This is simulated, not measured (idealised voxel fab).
Process module, titled voxel wiring stack
Pictured: cross-section cut, 215 nm wide, on a grid of 5 nm square cells.
In what follows, cross-sections appear as grids of square cells, described through bands that run from the top down, where every band is one or more rows of cells. Top height, bottom height, nm. Materials left to right, width each, nm. Single material + "throughout" = fills band edge to edge. "blank" = empty. Note: height 0 marks the level under which the wafer is uniformly one material as received. Lowest band unbounded below, written "0..down". Think of "30 to 40" as a width that walks from the first number to the second as you go down the band, top row to bottom row, taking equal-sized steps from row to row. Basically "no alterations made" means that step didn't change any cell in the cross-section. Entry "Enclosed void listing". Content: empty spaces with no open connection to the top, size 8 cells or greater. Each: width x height at distance. Distance: from left edge. Unit: nm. Formally, on a step line, whatever follows the settings is a remark that the simulator itself makes on the step. overlay nm: mask right of planned place by this much (step with mask). Neg. = left.
-- The following list gives the planned process steps
| 1 | RECEIVE with material Si |
| 2 | CONFORMAL_DEP with material SiO2, thk nm 15 |
| 3 | CONFORMAL_DEP with material SiCN, thk nm 5 |
| 4 | DIRECTIONAL_DEP with material SiO2, thk nm 25 |
| 5 | PATTERN with tone open, mask id METAL_1, material resist, width nm 20, pitch nm 45, thk nm 15, overlay nm 0 |
| 6 | DIRECTIONAL_ETCH with etch materials SiO2, depth nm 25 |
| 7 | DIRECTIONAL_ETCH with etch materials SiCN, depth nm 5 |
| 8 | STRIP with etch materials resist |
| 9 | CONFORMAL_DEP with material TiN, thk nm 5 |
| 10 | FILL_DEP with material W, thk nm 10 |
| 11 | CMP with height nm 45 |
| 12 | CONFORMAL_DEP with material SiCN, thk nm 5 |
| 13 | DIRECTIONAL_DEP with material lowk, thk nm 10 |
| 14 | PATTERN with tone open, mask id PLUG_1, material resist, width nm 15, pitch nm 90, thk nm 20, overlay nm 0 |
| 15 | DIRECTIONAL_ETCH with etch materials lowk, depth nm 10 |
| 16 | DIRECTIONAL_ETCH with etch materials SiCN, depth nm 5 |
| 17 | STRIP with etch materials resist |
| 18 | CONFORMAL_DEP with material TiN, thk nm 5 |
| 19 | FILL_DEP with material Cu, thk nm 5 |
| 20 | CMP with height nm 60 |
| 21 | CONFORMAL_DEP with material SiCN, thk nm 5 |
| 22 | DIRECTIONAL_DEP with material lowk, thk nm 20 |
| 23 | DIRECTIONAL_DEP with material aC, thk nm 15 |
| 24 | PATTERN with tone open, mask id METAL_2, material resist, width nm 20, pitch nm 45, thk nm 30, overlay nm 0 |
| 25 | DIRECTIONAL_ETCH with etch materials aC, depth nm 15 |
| 26 | STRIP with etch materials resist |
| 27 | DIRECTIONAL_ETCH with etch materials lowk, depth nm 20 |
| 28 | DIRECTIONAL_ETCH with etch materials SiCN, depth nm 5 |
| 29 | STRIP with etch materials aC |
| 30 | CONFORMAL_DEP with material TiN, thk nm 5 |
| 31 | FILL_DEP with material Ru, thk nm 10 |
| 32 | CMP with height nm 85 |
| 33 | CONFORMAL_DEP with material SiCN, thk nm 5 |
| 34 | DIRECTIONAL_DEP with material SiO2, thk nm 30 |
| 35 | PATTERN with tone open, mask id METAL_3, material resist, width nm 20, pitch nm 45, thk nm 20, overlay nm 0 |
| 36 | DIRECTIONAL_ETCH with etch materials SiO2, depth nm 20 |
| 37 | STRIP with etch materials resist |
| 38 | MASKED_ETCH with tone open, mask id METAL_3_HOLES, width nm 15, pitch nm 90, etch materials SiO2, depth nm 10, overlay nm 0 |
| 39 | MASKED_ETCH with tone open, mask id METAL_3_HOLES, width nm 15, pitch nm 90, etch materials SiCN, depth nm 5, overlay nm 0 |
| 40 | CONFORMAL_DEP with material TiN, thk nm 5 |
| 41 | FILL_DEP with material Cu, thk nm 5 |
| 42 | CMP with height nm 120 |
| 43 | CONFORMAL_DEP with material SiCN, thk nm 5 |
-- Wafer at receipt (post step 1), cross-section
* 0..down = Si throughout
* Enclosed void listing: none
-- End-of-module cross-section of the first of two wafers, processed as planned
* 125..120 = SiCN throughout
* 120..105 = SiO2: 50, TiN: 5, Cu: 10, TiN: 5, SiO2: 25, TiN: 5, Cu: 10, TiN: 5, SiO2: 25, TiN: 5, Cu: 10, TiN: 5, SiO2: 55
* 105..100 = SiO2: 50, TiN: 5, Cu: 5, TiN: 10, SiO2: 25, TiN: 20, SiO2: 25, TiN: 5, Cu: 5, TiN: 10, SiO2: 55
* 100..90 = SiO2: 50, TiN: 5, Cu: 5, TiN: 5, SiO2: 75, TiN: 5, Cu: 5, TiN: 5, SiO2: 60
* 90..85 = SiCN: 50, TiN: 15, SiCN: 75, TiN: 15, SiCN: 60
* 85..65 = lowk: 50, TiN: 5, Ru: 10, TiN: 5, lowk: 25, TiN: 5, Ru: 10, TiN: 5, lowk: 25, TiN: 5, Ru: 10, TiN: 5, lowk: 55
* 65..60 = SiCN: 50, TiN: 20, SiCN: 25, TiN: 20, SiCN: 25, TiN: 20, SiCN: 55
* 60..50 = lowk: 50, TiN: 5, Cu: 5, TiN: 5, lowk: 75, TiN: 5, Cu: 5, TiN: 5, lowk: 60
* 50..45 = SiCN: 50, TiN: 15, SiCN: 75, TiN: 15, SiCN: 60
* 45..20 = SiO2: 50, TiN: 5, W: 10, TiN: 5, SiO2: 25, TiN: 5, W: 10, TiN: 5, SiO2: 25, TiN: 5, W: 10, TiN: 5, SiO2: 55
* 20..15 = SiCN: 50, TiN: 20, SiCN: 25, TiN: 20, SiCN: 25, TiN: 20, SiCN: 55
* 15..0 = SiO2 throughout
* 0..down = Si throughout
* Enclosed void listing: none
-- Wafer two, sectioned after the module: the first wafer's start, the first wafer's plan, and one mistake in how it was run
* 125..120 = SiCN throughout
* 120..105 = SiO2: 50, TiN: 5, Cu: 10, TiN: 5, SiO2: 25, TiN: 5, Cu: 10, TiN: 5, SiO2: 25, TiN: 5, Cu: 10, TiN: 5, SiO2: 55
* 105..100 = SiO2: 50, TiN: 5, Cu: 5, TiN: 10, SiO2: 25, TiN: 20, SiO2: 25, TiN: 5, Cu: 5, TiN: 10, SiO2: 55
* 100..90 = SiO2: 50, TiN: 5, Cu: 5, TiN: 5, SiO2: 75, TiN: 5, Cu: 5, TiN: 5, SiO2: 60
* 90..85 = SiCN: 50, TiN: 15, SiCN: 75, TiN: 15, SiCN: 60
* 85..65 = lowk: 50, TiN: 5, Ru: 10, TiN: 5, lowk: 25, TiN: 5, Ru: 10, TiN: 5, lowk: 25, TiN: 5, Ru: 10, TiN: 5, lowk: 55
* 65..60 = SiCN: 50, TiN: 20, SiCN: 25, TiN: 20, SiCN: 25, TiN: 20, SiCN: 55
* 60..50 = W throughout
* 50..45 = TiN: 55, W: 10, TiN: 35, W: 10, TiN: 35, W: 10, TiN: 60
* 45..20 = SiO2: 50, TiN: 5, W: 10, TiN: 5, SiO2: 25, TiN: 5, W: 10, TiN: 5, SiO2: 25, TiN: 5, W: 10, TiN: 5, SiO2: 55
* 20..15 = SiCN: 50, TiN: 20, SiCN: 25, TiN: 20, SiCN: 25, TiN: 20, SiCN: 55
* 15..0 = SiO2 throughout
* 0..down = Si throughout
* Enclosed void listing: none
Which mistake was made when the wafer was run? step 11 was dropped from the plan's execution and never run
Materials where the second wafer ends with more or fewer cells than the first: Cu -4; SiCN -37; TiN +23; W +92; lowk -74
